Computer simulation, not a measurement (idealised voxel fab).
process module | voxel released beams
cross-section cut | 140 nm wide | cells 5 nm
A cross-section is a grid of square cells, given in bands from the top down. A band is one or more rows of cells.
Each band's line starts with the height of the band's top and of its bottom, in nm. Then come its materials from left to right, each with its width in nm. One material with "throughout" fills the band from edge to edge. "air" is empty space.
Height 0 is the level under which the wafer as received is all one material. The lowest band goes on downwards, as in "0 down".
A width such as "30 to 40" changes by the same amount from each row of cells to the next, from the band's top row to its bottom row.
"no change" after a step means that no cell of the cross-section changed.
closed voids: empty space of 8 cells or more with no open way to the top, each as width x height at its distance from the left edge, in nm
after a step's settings: what the simulator itself notes on the step
overlay nm, on a step with a mask: how far to the right of its planned place the mask lay; to the left if negative
plan
1 op RECEIVE | material Si
2 op CONFORMAL_DEP | material Al2O3 | thk nm 10
3 op DIRECTIONAL_DEP | material SiO2 | thk nm 20
4 op DIRECTIONAL_DEP | material aC | thk nm 10
5 op PATTERN | tone open | mask id ANCHOR | material resist | width nm 35 | thk nm 25 | overlay nm 0
6 op DIRECTIONAL_ETCH | etch materials aC | depth nm 10
7 op STRIP | etch materials resist
8 op DIRECTIONAL_ETCH | etch materials SiO2 | depth nm 20
9 op STRIP | etch materials aC
10 op CONFORMAL_DEP | material W | thk nm 15
11 op MASKED_ETCH | tone cover | mask id BEAM | width nm 105 | etch materials W | depth nm 15 | overlay nm 0
12 op STRIP | etch materials SiO2
as received, after step 1
  0 down: Si throughout
  closed voids: none
first wafer at the end, as planned
  45 to 30: air 15 | W 20 | air 5 | W 80 | air 20
  30 to 25: air 20 | W 15 | air 5 | W 15 | air 85
  25 to 10: air 20 | W 35 | air 85
  10 to 0: Al2O3 throughout
  0 down: Si throughout
  closed voids: none
second wafer at the end: like start, like plan, one mistake
  60 to 45: air 15 | W 105 | air 20
  45 to 30: W throughout
  30 to 10: SiO2 20 | W 35 | SiO2 85
  10 to 0: Al2O3 throughout
  0 down: Si throughout
  closed voids: none
what went wrong: step 10 was run twice
at the end the second wafer has, in cells: 84 more of SiO2 | 88 more of W
